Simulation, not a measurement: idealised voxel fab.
Process module heading - voxel capacitor over wiring
The figure presents cross-section cut, which has a width of 155 nm and is divided into square cells with an edge length of 5 nm.
Each cross-section below is a grid of square cells, stated as bands in top-down order, with one or more rows of cells making up each band. Look at the band entry: it leads with the top's height and the bottom's height in nm. Then it lists the materials left to right, with a width in nm for each. The word "full width" on a single material says that material fills the band edge to edge. The word "blank" is empty space. It should be noted that heights are counted from 0, beneath which the wafer as supplied is of one material throughout, and that the lowest band possesses no lower boundary but continues downward, as written in "0 nm and below". Graded width ("30 to 40"): value in top row of band = first number; value in bottom row = second number; row-to-row change constant. "nothing changed" after a step means that no cell of the cross-section changed. In "Entrapped void list" the enclosed voids are listed, meaning empty spaces of 8 cells or larger without any opening to the top. The form is width x height at distance, distance from the left edge, units nm. It should be noted that, on the line of a given step, the content following the step's settings is a remark produced by the simulator itself with respect to that step. A step line may carry the setting "overlay nm", which, for steps involving a mask, states the distance by which the mask lay to the right of its intended position; negative values denote displacement to the left.
This section lists the process steps that were planned:
| 1 | RECEIVE | material Si |
| 2 | CONFORMAL_DEP | material SiO2 | thk nm 15 |
| 3 | CONFORMAL_DEP | material SiCN | thk nm 5 |
| 4 | DIRECTIONAL_DEP | material SiO2 | thk nm 15 |
| 5 | PATTERN | tone open | mask id METAL_1 | material resist | width nm 25 | pitch nm 90 | thk nm 20 | overlay nm 0 |
| 6 | DIRECTIONAL_ETCH | etch materials SiO2 | depth nm 15 |
| 7 | DIRECTIONAL_ETCH | etch materials SiCN | depth nm 5 |
| 8 | STRIP | etch materials resist |
| 9 | CONFORMAL_DEP | material TiN | thk nm 5 |
| 10 | FILL_DEP | material Ru | thk nm 10 |
| 11 | CMP | height nm 35 |
| 12 | CONFORMAL_DEP | material SiCN | thk nm 5 |
| 13 | DIRECTIONAL_DEP | material SiO2 | thk nm 15 |
| 14 | DIRECTIONAL_DEP | material aC | thk nm 10 |
| 15 | PATTERN | tone open | mask id PLUG_1 | material resist | width nm 15 | thk nm 25 | overlay nm 0 |
| 16 | DIRECTIONAL_ETCH | etch materials aC | depth nm 10 |
| 17 | STRIP | etch materials resist |
| 18 | DIRECTIONAL_ETCH | etch materials SiO2 | depth nm 15 |
| 19 | DIRECTIONAL_ETCH | etch materials SiCN | depth nm 5 |
| 20 | STRIP | etch materials aC |
| 21 | EPI | material Ru | thk nm 10 |
| 22 | EPI | material Ru | thk nm 10 |
| 23 | DIRECTIONAL_DEP | material TiN | thk nm 10 |
| 24 | DIRECTIONAL_DEP | material HfO2 | thk nm 5 |
| 25 | DIRECTIONAL_DEP | material TiN | thk nm 5 |
| 26 | PATTERN | tone cover | mask id UPPER_PLATE | material resist | width nm 70 | thk nm 15 | overlay nm 0 |
| 27 | DIRECTIONAL_ETCH | etch materials TiN | depth nm 5 |
| 28 | DIRECTIONAL_ETCH | etch materials HfO2 | depth nm 5 |
| 29 | STRIP | etch materials resist |
| 30 | PATTERN | tone cover | mask id LOWER_PLATE | material resist | width nm 80 | thk nm 20 | overlay nm 0 |
| 31 | DIRECTIONAL_ETCH | etch materials TiN | depth nm 10 |
| 32 | STRIP | etch materials resist |
| 33 | FILL_DEP | material SiO2 | thk nm 20 |
| 34 | CMP | height nm 90 |
| 35 | PATTERN | tone open | mask id PLUG_2 | material resist | width nm 15 | thk nm 20 | overlay nm 0 |
| 36 | DIRECTIONAL_ETCH | etch materials SiO2 | depth nm 15 |
| 37 | STRIP | etch materials resist |
| 38 | CONFORMAL_DEP | material TiN | thk nm 5 |
| 39 | FILL_DEP | material Ru | thk nm 10 |
| 40 | CMP | height nm 90 |
| 41 | CONFORMAL_DEP | material SiCN | thk nm 5 |
Cross-section, incoming material, after step 1:
	0 nm and below = Si full width
	Entrapped void list: none
Cross-section taken at module completion on the first of two wafers; processed per the plan:
	95 nm to 90 nm = SiCN full width
	90 nm to 80 nm = SiO2 40, TiN 5, Ru 5, TiN 5, SiO2 100
	80 nm to 70 nm = SiO2 40 to 30, TiN 15 to 70, SiO2 100 to 55
	70 nm to 65 nm = SiO2 30, HfO2 70, SiO2 55
	65 nm to 55 nm = SiO2 25, TiN 80, SiO2 50
	55 nm to 40 nm = SiO2 30, Ru 15, SiO2 110
	40 nm to 35 nm = SiCN 30, Ru 15, SiCN 110
	35 nm to 20 nm = SiO2 20, TiN 5, Ru 15, TiN 5, SiO2 65, TiN 5, Ru 15, TiN 5, SiO2 20
	20 nm to 15 nm = SiCN 20, TiN 25, SiCN 65, TiN 25, SiCN 20
	15 nm to 0 nm = SiO2 full width
	0 nm and below = Si full width
	Entrapped void list: none
End-of-module cross-section of the second wafer: identical starting point and process plan to the first, with one processing mistake:
	95 nm to 90 nm = SiCN full width
	90 nm to 80 nm = SiO2 40, TiN 5, Ru 5, TiN 5, SiO2 100
	80 nm to 70 nm = SiO2 40 to 35, TiN 15 to 65, SiO2 100 to 55
	70 nm to 65 nm = SiO2 35, HfO2 65, SiO2 55
	65 nm to 55 nm = SiO2 25, TiN 80, SiO2 50
	55 nm to 40 nm = SiO2 30, Ru 15, SiO2 110
	40 nm to 35 nm = SiCN 30, Ru 15, SiCN 110
	35 nm to 20 nm = SiO2 20, TiN 5, Ru 15, TiN 5, SiO2 65, TiN 5, Ru 15, TiN 5, SiO2 20
	20 nm to 15 nm = SiCN 20, TiN 25, SiCN 65, TiN 25, SiCN 20
	15 nm to 0 nm = SiO2 full width
	0 nm and below = Si full width
	Entrapped void list: none
Short version of what went wrong: step 26 off recipe, ran as PATTERN | tone cover | mask id UPPER_PLATE | material resist | width nm 65 | thk nm 15 | overlay nm 0
Wafer comparison, final, in cells, second relative to first, materials more or fewer: -1 HfO2, +2 SiO2, -1 TiN
